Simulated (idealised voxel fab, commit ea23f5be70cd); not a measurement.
Process module heading - voxel released beams
Section cut is 230 nm wide and gridded with 5 nm square cells.
Throughout this document, each cross-section is represented as a grid of square cells and is presented as a sequence of bands enumerated from the top downward, where a band comprises one or more rows of cells.
Read a band's entry like this: the first values are the height of its top and the height of its bottom in nm, and what follows is the sequence of materials from left to right, each with its width in nm. Note that "blank" is empty space, and that a single material marked "everywhere" reaches across the band from edge to edge.
Measure heights from 0. That's the level where, below it, the as-received wafer is all one material. The lowest band is bottomless and extends downward; write it as in "0 nm and below".
A two-number width, for instance "30 to 40", indicates that the width is equal to the first number in the top row of the band and to the second number in the bottom row, and that it changes by a constant amount per row of cells.
Any step labelled "all unchanged" changed none of the cells in the cross-section.
"Enclosed void listing" means: voids of 8 cells or more that are shut off from the top with no open way through. Written width x height at distance, distance from the left edge, in nm.
On each step's line, the part that comes after the settings is the simulator's own comment on the step.
Among the settings permitted on a step's line is "overlay nm"; applied to a step with a mask, it specifies the extent to which the mask lay to the right of its planned position, whereas a negative figure signifies a position to the left.

-- Listed below are the process steps as planned
1 op RECEIVE | material Si
2 op CONFORMAL_DEP | material SiN | thk nm 10
3 op DIRECTIONAL_DEP | material SiO2 | thk nm 10
4 op PATTERN | tone open | mask id ANCHOR | material resist | width nm 40 | thk nm 15 | overlay nm 0
5 op DIRECTIONAL_ETCH | etch materials SiO2 | depth nm 10
6 op STRIP | etch materials resist
7 op CONFORMAL_DEP | material polySi | thk nm 15
8 op MASKED_ETCH | tone cover | mask id BEAM | width nm 100 | etch materials polySi | depth nm 15 | overlay nm 0
9 op STRIP | etch materials SiO2

-- Run as planned: first of two wafers

-- As received (post step 1): cross-section
    0 nm and below  Si everywhere
    Enclosed void listing: none

-- Step 2 done - wafer cross-section
    10 nm to 0 nm  SiN everywhere
    Lower than 0, everything is as it was.

-- Step 3 done - wafer cross-section
    20 nm to 10 nm  SiO2 everywhere
    Lower than 10, everything is as it was.

-- Step 4 done - wafer cross-section
    35 nm to 20 nm  resist 65 nm, then blank 40 nm, then resist 125 nm
    Lower than 20, everything is as it was.

-- Step 5 done - wafer cross-section
    35 nm to 20 nm  resist 65 nm, then blank 40 nm, then resist 125 nm
    20 nm to 10 nm  SiO2 65 nm, then blank 40 nm, then SiO2 125 nm
    Lower than 10, everything is as it was.

-- Step 6 done - wafer cross-section
    20 nm to 10 nm  SiO2 65 nm, then blank 40 nm, then SiO2 125 nm
    Lower than 10, everything is as it was.

-- Step 7 done - wafer cross-section
    35 nm to 25 nm  polySi 80 nm, then blank 10 nm, then polySi 140 nm
    25 nm to 20 nm  polySi everywhere
    20 nm to 10 nm  SiO2 65 nm, then polySi 40 nm, then SiO2 125 nm
    Lower than 10, everything is as it was.

-- Step 8 done - wafer cross-section
    35 nm to 25 nm  blank 60 nm, then polySi 20 nm, then blank 10 nm, then polySi 70 nm, then blank 70 nm
    25 nm to 20 nm  blank 60 nm, then polySi 100 nm, then blank 70 nm
    Lower than 20, everything is as it was.

-- Step 9 done - wafer cross-section
    35 nm to 25 nm  blank 60 nm, then polySi 20 nm, then blank 10 nm, then polySi 70 nm, then blank 70 nm
    25 nm to 20 nm  blank 60 nm, then polySi 100 nm, then blank 70 nm
    20 nm to 10 nm  blank 65 nm, then polySi 40 nm, then blank 125 nm
    Lower than 10, everything is as it was.

-- The remaining wafer, second of the two, started like the first and was run to the same plan, except that one mistake was made along the way; the two coincide through step 3, inclusive

-- What the second wafer looks like in cross-section when step 4 should have wrapped up
    35 nm to 20 nm  resist 60 nm, then blank 40 nm, then resist 130 nm
    Lower than 20, everything is as it was.

-- What the second wafer looks like in cross-section when step 5 should have wrapped up
    35 nm to 20 nm  resist 60 nm, then blank 40 nm, then resist 130 nm
    20 nm to 10 nm  SiO2 60 nm, then blank 40 nm, then SiO2 130 nm
    Lower than 10, everything is as it was.

-- What the second wafer looks like in cross-section when step 6 should have wrapped up
    20 nm to 10 nm  SiO2 60 nm, then blank 40 nm, then SiO2 130 nm
    Lower than 10, everything is as it was.

-- What the second wafer looks like in cross-section when step 7 should have wrapped up
    35 nm to 25 nm  polySi 75 nm, then blank 10 nm, then polySi 145 nm
    25 nm to 20 nm  polySi everywhere
    20 nm to 10 nm  SiO2 60 nm, then polySi 40 nm, then SiO2 130 nm
    Lower than 10, everything is as it was.

-- What the second wafer looks like in cross-section when step 8 should have wrapped up
    35 nm to 25 nm  blank 60 nm, then polySi 15 nm, then blank 10 nm, then polySi 75 nm, then blank 70 nm
    25 nm to 20 nm  blank 60 nm, then polySi 100 nm, then blank 70 nm
    Lower than 20, everything is as it was.

-- What the second wafer looks like in cross-section when step 9 should have wrapped up
    35 nm to 25 nm  blank 60 nm, then polySi 15 nm, then blank 10 nm, then polySi 75 nm, then blank 70 nm
    25 nm to 20 nm  blank 60 nm, then polySi 100 nm, then blank 70 nm
    20 nm to 10 nm  blank 60 nm, then polySi 40 nm, then blank 130 nm
    Lower than 10, everything is as it was.
Heads up, the wafer didn't run the way we planned it: step 4: run off-plan, actual operation and settings op PATTERN | tone open | mask id ANCHOR | material resist | width nm 40 | thk nm 15 | overlay nm -5
Cell counts per material: same on both final wafers. Positions: different.
